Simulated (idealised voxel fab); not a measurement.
You're looking at the process module voxel transistor to metal.
Pictured: cross-section cut, 185 nm wide, on a grid of 5 nm square cells.
Reading order for cross-sections: top band down to bottom band. Underlying form: a grid of square cells. Band size: one or more rows of cells. Heights first: top, then bottom, in nm. Then materials, left to right, each with a width in nm. "everywhere" on a single material: fills the band edge to edge. "empty": empty space. Height datum 0, below which the as-received substrate wafer is one material. Lowest band open at the bottom, running downward: "from 0 down". The two numbers in a width such as "30..40" mark its ends across the band: the first belongs to the top row of cells, the second to the bottom row, and from each row to the next the width moves by the same amount. Given "changes: none" for a step, no cell of the cross-section differs between before and after that step. For the entry "Voids, fully enclosed", the listed items are empty spaces with no open way to the top whose size is 8 cells or more; each item follows the pattern width x height at distance, where distance is from the left edge and all three are in nm. What comes after the settings on a step's line is commentary from the simulator itself on that step. Regarding "overlay nm": on a step with a mask, it is the distance the mask lay to the right of its planned place; a negative value places it to the left.

Here's what the planned process steps look like:
- 1: RECEIVE,material Si
- 2: CONFORMAL_DEP,material SiO2,thk nm 5
- 3: CONFORMAL_DEP,material SiN,thk nm 10
- 4: PATTERN,tone cover,mask id ACTIVE,material resist,width nm 85,thk nm 20,overlay nm 0
- 5: DIRECTIONAL_ETCH,etch materials SiN,depth nm 10
- 6: DIRECTIONAL_ETCH,etch materials SiO2,depth nm 5
- 7: DIRECTIONAL_ETCH,etch materials Si,depth nm 20
- 8: STRIP,etch materials resist
- 9: OXIDIZE,depth nm 5
- 10: FILL_DEP,material SiO2,thk nm 15
- 11: CMP,height nm 15
- 12: SELECTIVE_ETCH,etch materials SiO2,depth nm 5
- 13: STRIP,etch materials SiN
- 14: SELECTIVE_ETCH,etch materials SiO2,depth nm 5
- 15: OXIDIZE,depth nm 5
- 16: DIRECTIONAL_DEP,material polySi,thk nm 25
- 17: DIRECTIONAL_DEP,material SiCN,thk nm 15
- 18: DIRECTIONAL_DEP,material aC,thk nm 10
- 19: PATTERN,tone cover,mask id GATE,material resist,width nm 15,thk nm 25,overlay nm 0
- 20: DIRECTIONAL_ETCH,etch materials aC,depth nm 10
- 21: STRIP,etch materials resist
- 22: DIRECTIONAL_ETCH,etch materials SiCN,depth nm 25
- 23: DIRECTIONAL_ETCH,etch materials polySi,depth nm 35
- 24: STRIP,etch materials aC
- 25: CONFORMAL_DEP,material SiN,thk nm 10
- 26: DIRECTIONAL_ETCH,etch materials SiN,depth nm 10
- 27: DIRECTIONAL_ETCH,etch materials SiO2,depth nm 5
- 28: EPI,material SiGe,thk nm 5
- 29: FILL_DEP,material SiO2,thk nm 10
- 30: CMP,height nm 40
- 31: DIRECTIONAL_DEP,material SiO2,thk nm 15
- 32: MASKED_ETCH,tone open,mask id CONTACT,width nm 15,pitch nm 60,etch materials SiO2,depth nm 55,overlay nm 0
- 33: CONFORMAL_DEP,material TiN,thk nm 5
- 34: FILL_DEP,material W,thk nm 5
- 35: CMP,height nm 55
- 36: CONFORMAL_DEP,material SiCN,thk nm 5
- 37: DIRECTIONAL_DEP,material SiO2,thk nm 20
- 38: PATTERN,tone open,mask id METAL_1,material resist,width nm 15,pitch nm 60,thk nm 15,overlay nm 0
- 39: DIRECTIONAL_ETCH,etch materials SiO2,depth nm 20
- 40: DIRECTIONAL_ETCH,etch materials SiCN,depth nm 5
- 41: STRIP,etch materials resist
- 42: CONFORMAL_DEP,material TiN,thk nm 5
- 43: FILL_DEP,material Cu,thk nm 5
- 44: CMP,height nm 80
- 45: CONFORMAL_DEP,material SiN,thk nm 5

Cross-sectional view of the wafer in its as-received condition, corresponding to the state after step 1:
  from 0 down | Si everywhere
  Voids, fully enclosed: none

One mistake in running the module, otherwise start and plan as above: cross-section at the end:
  from 85 to 80 | SiN everywhere
  from 80 to 60 | SiO2 (50), then TiN (5), then Cu (15), then TiN (5), then SiO2 (35), then TiN (5), then Cu (15), then TiN (5), then SiO2 (50)
  from 60 to 55 | SiCN (50), then TiN (25), then SiCN (35), then TiN (25), then SiCN (50)
  from 55 to 40 | SiO2 (55), then TiN (5), then W (5), then TiN (5), then SiO2 (45), then TiN (5), then W (5), then TiN (5), then SiO2 (55)
  from 40 to 25 | SiO2 (55), then TiN (5), then W (5), then TiN (5), then SiO2 (5), then SiN (10), then SiCN (15), then SiN (10), then SiO2 (5), then TiN (5), then W (5), then TiN (5), then SiO2 (55)
  from 25 to 5 | SiO2 (55), then TiN (5), then W (5), then TiN (5), then SiO2 (5), then SiN (10), then polySi (15), then SiN (10), then SiO2 (5), then TiN (5), then W (5), then TiN (5), then SiO2 (55)
  from 5 to 0 | SiO2 (45), then SiN (10), then TiN (15), then SiO2 (5), then SiN (10), then polySi (15), then SiN (10), then SiO2 (5), then TiN (15), then SiN (10), then SiO2 (45)
  from 0 to -5 | SiO2 (55), then SiGe (20), then SiO2 (35), then SiGe (20), then SiO2 (55)
  from -5 to -25 | SiO2 (55), then Si (75), then SiO2 (55)
  from -25 down | Si everywhere
  Voids, fully enclosed: none
The plan and the run diverged here: contrary to plan, step 38 was performed as PATTERN,tone open,mask id METAL_1,material resist,width nm 25,pitch nm 60,thk nm 15,overlay nm 0
